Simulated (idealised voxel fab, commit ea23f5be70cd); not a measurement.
Proc. module: voxel self aligned contacts
Each square cell in cross-section cut measures 5 nm, and the section as a whole is 250 nm wide.
Cross-section = grid of square cells, listed top down in bands; band = one or more rows.
Top height, bottom height, nm. Materials left to right, width each, nm. Single material + "edge to edge" = fills band edge to edge. "air" = empty.
Height is counted from the level 0, under which the received wafer is composed throughout of one material. The lowest of the bands is not closed at the bottom but continues downward, in the notation "0 nm and below".
So if you see something like "30->40" for the width, read it as the top row of the band sitting at the first number and the bottom row at the second, with every row in between moving by the same amount as the last.
Take "no change" at face value: in the step it is given for, the cross-section changed in none of its cells.
Under "Completely enclosed voids" you'll find the enclosed gaps, the ones with no way out to the top, that are 8 cells or bigger; each reads width x height at distance, with distance counted from the left edge, everything in nm.
Post-settings text on a step line: simulator's own remark regarding the step.
Regarding "overlay nm": on a step with a mask, it is the distance the mask lay to the right of its planned place; a negative value places it to the left.

So here's the lineup of process steps we planned
1,RECEIVE with material Si
2,OXIDIZE with depth nm 5
3,DIRECTIONAL_DEP with material polySi, thk nm 25
4,DIRECTIONAL_DEP with material SiN, thk nm 25
5,DIRECTIONAL_DEP with material aC, thk nm 15
6,PATTERN with tone cover, mask id GATE, material resist, width nm 25, pitch nm 65, thk nm 30, overlay nm 0
7,DIRECTIONAL_ETCH with etch materials aC, depth nm 15
8,STRIP with etch materials resist
9,DIRECTIONAL_ETCH with etch materials SiN, depth nm 25
10,DIRECTIONAL_ETCH with etch materials polySi, depth nm 25
11,STRIP with etch materials aC
12,CONFORMAL_DEP with material SiN, thk nm 10
13,DIRECTIONAL_ETCH with etch materials SiN, depth nm 10
14,FILL_DEP with material SiO2, thk nm 15
15,CMP with height nm 60
16,PATTERN with tone open, mask id CONTACT, material resist, width nm 50, pitch nm 65, thk nm 20, overlay nm 0
17,DIRECTIONAL_ETCH with etch materials SiO2, depth nm 65
18,STRIP with etch materials resist
19,CONFORMAL_DEP with material TiN, thk nm 5
20,FILL_DEP with material W, thk nm 5
21,CMP with height nm 60
22,CONFORMAL_DEP with material SiN, thk nm 5

as received, after step 1
    0 nm and below | Si edge to edge
    Completely enclosed voids: none

The plan above was carried out on the starting structure above with one mistake, and this cross-section shows the wafer at the end of the module
    65 nm to 60 nm | SiN edge to edge
    60 nm to 50 nm | 65 nm SiO2  5->20 nm TiN  40->10 nm aC  5->20 nm TiN  15 nm SiO2  5->20 nm TiN  40->10 nm aC  5->20 nm TiN  70 nm SiO2
    50 nm to 25 nm | 35 nm SiO2  45 nm SiN  5 nm TiN  10 nm aC  5 nm TiN  45 nm SiN  5 nm TiN  10 nm aC  5 nm TiN  45 nm SiN  40 nm SiO2
    25 nm to 0 nm | 35 nm SiO2  10 nm SiN  25 nm polySi  10 nm SiN  5 nm TiN  10 nm aC  5 nm TiN  10 nm SiN  25 nm polySi  10 nm SiN  5 nm TiN  10 nm aC  5 nm TiN  10 nm SiN  25 nm polySi  10 nm SiN  40 nm SiO2
    0 nm to -5 nm | 80 nm SiO2  20 nm TiN  45 nm SiO2  20 nm TiN  85 nm SiO2
    -5 nm and below | Si edge to edge
    Completely enclosed voids: none
Run error: step 20 ran as: FILL_DEP with material aC, thk nm 5
